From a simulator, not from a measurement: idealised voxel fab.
A process module follows: voxel spacer lines.
cross-section cut | 220 nm wide | cells 5 nm
When this document writes out a cross-section, it uses a grid of square cells and lists it as bands, beginning at the top and moving down, with a band standing for one or more rows of cells.
This entry defines a band. It first specifies the height of the band's top and the height of its bottom in nm, and then specifies the band's materials from left to right, stating each material with its width in nm. The word "edge to edge" identifies a single material that fills the band from edge to edge, while the word "empty" identifies empty space.
Zero point of the height axis is 0; under it, received wafer = one material. Lowest band: continues down indefinitely, "0 nm and below".
The two numbers in a width such as "30 to 40" mark its ends across the band: the first belongs to the top row of cells, the second to the bottom row, and from each row to the next the width moves by the same amount.
Key: "nothing changed" - step with no changed cell in the cross-section.
Heads up: "Closed cavities" only lists the empty pockets with no open path to the top that are 8 cells or more, and it writes them as width x height at distance, distance from the left edge, in nm.
Anything after a step's settings on that line? It's the simulator's own note about the step.
The optional step-line setting "overlay nm" applies to steps with a mask and quantifies how far to the right of its planned location the mask lay, a negative value indicating leftward placement.
-- Planned step list for the process
- 1: RECEIVE (material Si)
- 2: CONFORMAL_DEP (material Al2O3; thk nm 5)
- 3: DIRECTIONAL_DEP (material SiN; thk nm 15)
- 4: DIRECTIONAL_DEP (material polySi; thk nm 25)
- 5: PATTERN (tone cover; mask id MANDREL; material resist; width nm 20; pitch nm 70; thk nm 35; overlay nm 0)
- 6: DIRECTIONAL_ETCH (etch materials polySi; depth nm 25)
- 7: STRIP (etch materials resist)
- 8: CONFORMAL_DEP (material SiO2; thk nm 15)
- 9: DIRECTIONAL_ETCH (etch materials SiO2; depth nm 15)
- 10: STRIP (etch materials polySi)
- 11: DIRECTIONAL_ETCH (etch materials SiN; depth nm 15)
- 12: STRIP (etch materials SiO2)
- 13: FILL_DEP (material lowk; thk nm 10)
- 14: CMP (height nm 20)
-- The first of the two wafers, which ran as planned
-- So this is the incoming wafer in cross-section - it's already been through step 1
> 0 nm and below  Si edge to edge
> Closed cavities: none
-- Cross-section of the wafer subsequent to step 2
> 5 nm to 0 nm  Al2O3 edge to edge
> Under 0: no change, same as before.
-- Cross-section of the wafer subsequent to step 3
> 20 nm to 5 nm  SiN edge to edge
> Under 5: no change, same as before.
-- Cross-section of the wafer subsequent to step 4
> 45 nm to 20 nm  polySi edge to edge
> Under 20: no change, same as before.
-- Cross-section of the wafer subsequent to step 5
> 80 nm to 45 nm  empty (65) / resist (20) / empty (50) / resist (20) / empty (65)
> Under 45: no change, same as before.
-- Cross-section of the wafer subsequent to step 6
> 80 nm to 45 nm  empty (65) / resist (20) / empty (50) / resist (20) / empty (65)
> 45 nm to 20 nm  empty (65) / polySi (20) / empty (50) / polySi (20) / empty (65)
> Under 20: no change, same as before.
-- Cross-section of the wafer subsequent to step 7
> 45 nm to 20 nm  empty (65) / polySi (20) / empty (50) / polySi (20) / empty (65)
> Under 20: no change, same as before.
-- Cross-section of the wafer subsequent to step 8
> 60 nm to 45 nm  empty (50) / SiO2 (50) / empty (20) / SiO2 (50) / empty (50)
> 45 nm to 35 nm  empty (50) / SiO2 (15) / polySi (20) / SiO2 (15) / empty (20) / SiO2 (15) / polySi (20) / SiO2 (15) / empty (50)
> 35 nm to 20 nm  SiO2 (65) / polySi (20) / SiO2 (50) / polySi (20) / SiO2 (65)
> Under 20: no change, same as before.
-- Cross-section of the wafer subsequent to step 9
> 45 nm to 20 nm  empty (50) / SiO2 (15) / polySi (20) / SiO2 (15) / empty (20) / SiO2 (15) / polySi (20) / SiO2 (15) / empty (50)
> Under 20: no change, same as before.
-- Cross-section of the wafer subsequent to step 10
> 45 nm to 20 nm  empty (50) / SiO2 (15) / empty (20) / SiO2 (15) / empty (20) / SiO2 (15) / empty (20) / SiO2 (15) / empty (50)
> Under 20: no change, same as before.
-- Cross-section of the wafer subsequent to step 11
> 45 nm to 20 nm  empty (50) / SiO2 (15) / empty (20) / SiO2 (15) / empty (20) / SiO2 (15) / empty (20) / SiO2 (15) / empty (50)
> 20 nm to 5 nm  empty (50) / SiN (15) / empty (20) / SiN (15) / empty (20) / SiN (15) / empty (20) / SiN (15) / empty (50)
> Under 5: no change, same as before.
-- Cross-section of the wafer subsequent to step 12
> 20 nm to 5 nm  empty (50) / SiN (15) / empty (20) / SiN (15) / empty (20) / SiN (15) / empty (20) / SiN (15) / empty (50)
> Under 5: no change, same as before.
-- Cross-section of the wafer subsequent to step 13
> 30 nm to 20 nm  lowk edge to edge
> 20 nm to 5 nm  lowk (50) / SiN (15) / lowk (20) / SiN (15) / lowk (20) / SiN (15) / lowk (20) / SiN (15) / lowk (50)
> Under 5: no change, same as before.
-- Cross-section of the wafer subsequent to step 14
> 20 nm to 5 nm  lowk (50) / SiN (15) / lowk (20) / SiN (15) / lowk (20) / SiN (15) / lowk (20) / SiN (15) / lowk (50)
> Under 5: no change, same as before.
-- The second wafer was prepared from the same starting point and under the same plan as the first; its processing contained one mistake, and it remains indistinguishable from the first wafer up to and including step 4
-- Cross-section, second wafer, at the end time the plan gives for step 5
> 80 nm to 45 nm  empty (60) / resist (30) / empty (40) / resist (30) / empty (60)
> Under 45: no change, same as before.
-- Cross-section, second wafer, at the end time the plan gives for step 6
> 80 nm to 45 nm  empty (60) / resist (30) / empty (40) / resist (30) / empty (60)
> 45 nm to 20 nm  empty (60) / polySi (30) / empty (40) / polySi (30) / empty (60)
> Under 20: no change, same as before.
-- Cross-section, second wafer, at the end time the plan gives for step 7
> 45 nm to 20 nm  empty (60) / polySi (30) / empty (40) / polySi (30) / empty (60)
> Under 20: no change, same as before.
-- Cross-section, second wafer, at the end time the plan gives for step 8
> 60 nm to 45 nm  empty (45) / SiO2 (60) / empty (10) / SiO2 (60) / empty (45)
> 45 nm to 35 nm  empty (45) / SiO2 (15) / polySi (30) / SiO2 (15) / empty (10) / SiO2 (15) / polySi (30) / SiO2 (15) / empty (45)
> 35 nm to 20 nm  SiO2 (60) / polySi (30) / SiO2 (40) / polySi (30) / SiO2 (60)
> Under 20: no change, same as before.
-- Cross-section, second wafer, at the end time the plan gives for step 9
> 45 nm to 20 nm  empty (45) / SiO2 (15) / polySi (30) / SiO2 (15) / empty (10) / SiO2 (15) / polySi (30) / SiO2 (15) / empty (45)
> Under 20: no change, same as before.
-- Cross-section, second wafer, at the end time the plan gives for step 10
> 45 nm to 20 nm  empty (45) / SiO2 (15) / empty (30) / SiO2 (15) / empty (10) / SiO2 (15) / empty (30) / SiO2 (15) / empty (45)
> Under 20: no change, same as before.
-- Cross-section, second wafer, at the end time the plan gives for step 11
> 45 nm to 20 nm  empty (45) / SiO2 (15) / empty (30) / SiO2 (15) / empty (10) / SiO2 (15) / empty (30) / SiO2 (15) / empty (45)
> 20 nm to 5 nm  empty (45) / SiN (15) / empty (30) / SiN (15) / empty (10) / SiN (15) / empty (30) / SiN (15) / empty (45)
> Under 5: no change, same as before.
-- Cross-section, second wafer, at the end time the plan gives for step 12
> 20 nm to 5 nm  empty (45) / SiN (15) / empty (30) / SiN (15) / empty (10) / SiN (15) / empty (30) / SiN (15) / empty (45)
> Under 5: no change, same as before.
-- Cross-section, second wafer, at the end time the plan gives for step 13
> 30 nm to 20 nm  lowk edge to edge
> 20 nm to 5 nm  lowk (45) / SiN (15) / lowk (30) / SiN (15) / lowk (10) / SiN (15) / lowk (30) / SiN (15) / lowk (45)
> Under 5: no change, same as before.
-- Cross-section, second wafer, at the end time the plan gives for step 14
> 20 nm to 5 nm  lowk (45) / SiN (15) / lowk (30) / SiN (15) / lowk (10) / SiN (15) / lowk (30) / SiN (15) / lowk (45)
> Under 5: no change, same as before.
Want to know what went wrong? step 5 was not run as planned; what actually ran was PATTERN (tone cover; mask id MANDREL; material resist; width nm 30; pitch nm 70; thk nm 35; overlay nm 0)
If you tally the cells, the second wafer ends up with the same amount of every material as the first; it's all just sitting in different places.
